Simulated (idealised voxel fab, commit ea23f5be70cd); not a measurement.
The following process module bears the name voxel fin reveal.
cross-section cut | 150 nm wide | cells 5 nm
Just so we're on the same page, the cross-sections are grids of square cells, and they're listed out in bands top to bottom, each band one or more rows deep. Band: top height; bottom height; in nm. Then, left to right: material with width in nm, for each material. "all across": a single material spanning edge to edge. "blank": empty space. We count height from 0. Below that, the starting wafer is all one material. The lowest band never ends at the bottom but goes on down; see "0 nm and below" for how that is written. A width such as "30..40" changes by the same amount from each row of cells to the next, from the band's top row to its bottom row. The cross-section has no changed cell in any step marked "remained the same". Closed empty spaces (no open way to the top) of 8 cells or more are what "Enclosed void listing" lists, each as width x height at distance from the left edge, nm for all three. Note: text after step settings on the step line = simulator remark on that step. "overlay nm" on a masked step: distance the mask lay right of its planned place, negative for left.
[The steps planned for the process are as follows]
1: RECEIVE (material Si)
2: CONFORMAL_DEP (material SiN; thk nm 10)
3: MASKED_ETCH (tone cover; mask id FINS; width nm 15; pitch nm 45; etch materials SiN; depth nm 10; overlay nm 0)
4: MASKED_ETCH (tone cover; mask id FINS; width nm 15; pitch nm 45; etch materials Si; depth nm 30; overlay nm 0)
5: OXIDIZE (depth nm 5)
6: FILL_DEP (material SiO2; thk nm 5)
7: CMP (height nm 10)
8: SELECTIVE_ETCH (etch materials SiO2; depth nm 30)
9: STRIP (etch materials SiN)
[Cross-sectional view of the wafer in its as-received condition, corresponding to the state after step 1]
  0 nm and below  Si all across
  Enclosed void listing: none
[Cross-sectional view of the first of the two wafers upon completion of the module, processed in accordance with the plan]
  0 nm to -20 nm  50 nm blank / 5 nm Si / 40 nm blank / 5 nm Si / 50 nm blank
  -20 nm to -35 nm  50 nm SiO2 / 5 nm Si / 40 nm SiO2 / 5 nm Si / 50 nm SiO2
  -35 nm and below  Si all across
  Enclosed void listing: none
[Wafer two, end of module, cross-section. Same start, same plan as wafer one. One mistake in the run]
  0 nm to -35 nm  50 nm blank / 5 nm Si / 40 nm blank / 5 nm Si / 50 nm blank
  -35 nm and below  Si all across
  Enclosed void listing: none
Heads up, the wafer didn't run the way we planned it: plan step 8 ran twice
Per the end-of-run cell counts, the second wafer holds more or fewer of some materials than the first: SiO2: 84 fewer
